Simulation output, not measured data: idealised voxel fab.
The process module presented herein is designated voxel lift off.
Displayed cross-section: cut, width of 300 nm, square cells sized 5 nm.
How to read a cross-section here: the picture is a grid of square cells, written as bands going from the top down, and any band can span one or more rows of cells.
Band: top and bottom heights (nm) first, top before bottom; then materials from left to right, widths in nm. "full width" marks a sole material filling the band edge to edge. "air" denotes empty space.
Measure heights from 0. That's the level where, below it, the as-received wafer is all one material. The lowest band is bottomless and extends downward; write it as in "from 0 down".
Graded width ("30 to 40"): value in top row of band = first number; value in bottom row = second number; row-to-row change constant.
"nothing got changed", as given for a step, is the statement that not any cell of the cross-section underwent a change during that step.
Empty spaces without an open route to the top, at least 8 cells in extent, make up the entry "Voids, sealed"; each is given as width x height at distance, where the distance is measured from the left edge, and all are in nm.
On each step's line, the part that comes after the settings is the simulator's own comment on the step.
For masked steps, "overlay nm" on the step line gives how far right of plan the mask actually lay; a minus sign means it lay to the left.

## Planned step list for the process
step 1: RECEIVE,material Si
step 2: CONFORMAL_DEP,material Al2O3,thk nm 10
step 3: PATTERN,tone open,mask id LINES,material resist,width nm 20,pitch nm 35,thk nm 30,overlay nm 0
step 4: DIRECTIONAL_DEP,material Ru,thk nm 15
step 5: STRIP,etch materials resist
step 6: CONFORMAL_DEP,material SiCN,thk nm 10

## Run as planned: first of two wafers

## As-received wafer cross-section (after step 1)
    from 0 down: Si full width
    Voids, sealed: none

## Sectional view: wafer, after step 2
    from 10 to 0: Al2O3 full width
    Heights below 0 show no change.

## Sectional view: wafer, after step 3
    from 40 to 10: resist: 120; air: 20; resist: 15; air: 20; resist: 125
    Heights below 10 show no change.

## Sectional view: wafer, after step 4
    from 55 to 40: Ru: 120; air: 20; Ru: 15; air: 20; Ru: 125
    from 40 to 25: resist: 120; air: 20; resist: 15; air: 20; resist: 125
    from 25 to 10: resist: 120; Ru: 20; resist: 15; Ru: 20; resist: 125
    Heights below 10 show no change.

## Sectional view: wafer, after step 5
    from 25 to 10: air: 120; Ru: 20; air: 15; Ru: 20; air: 125
    Heights below 10 show no change.

## Sectional view: wafer, after step 6
    from 35 to 25: air: 110; SiCN: 75; air: 115
    from 25 to 20: air: 110; SiCN: 10; Ru: 20; SiCN: 15; Ru: 20; SiCN: 10; air: 115
    from 20 to 10: SiCN: 120; Ru: 20; SiCN: 15; Ru: 20; SiCN: 125
    Heights below 10 show no change.

## Second wafer, same starting state and plan as the first, one mistake in the run, identical through step 2

## Second wafer cross-section, taken as of the time the plan sets for step 3 to be done
    from 40 to 10: resist: 130; air: 20; resist: 15; air: 20; resist: 115
    Heights below 10 show no change.

## Second wafer cross-section, taken as of the time the plan sets for step 4 to be done
    from 55 to 40: Ru: 130; air: 20; Ru: 15; air: 20; Ru: 115
    from 40 to 25: resist: 130; air: 20; resist: 15; air: 20; resist: 115
    from 25 to 10: resist: 130; Ru: 20; resist: 15; Ru: 20; resist: 115
    Heights below 10 show no change.

## Second wafer cross-section, taken as of the time the plan sets for step 5 to be done
    from 25 to 10: air: 130; Ru: 20; air: 15; Ru: 20; air: 115
    Heights below 10 show no change.

## Second wafer cross-section, taken as of the time the plan sets for step 6 to be done
    from 35 to 25: air: 120; SiCN: 75; air: 105
    from 25 to 20: air: 120; SiCN: 10; Ru: 20; SiCN: 15; Ru: 20; SiCN: 10; air: 105
    from 20 to 10: SiCN: 130; Ru: 20; SiCN: 15; Ru: 20; SiCN: 115
    Heights below 10 show no change.
What broke from the plan during processing? step 3, actual vs plan mismatch, actual run PATTERN,tone open,mask id LINES,material resist,width nm 20,pitch nm 35,thk nm 30,overlay nm 10
Same inventory, different map: at the end, the second wafer holds as many cells of each material as the first, placed elsewhere.
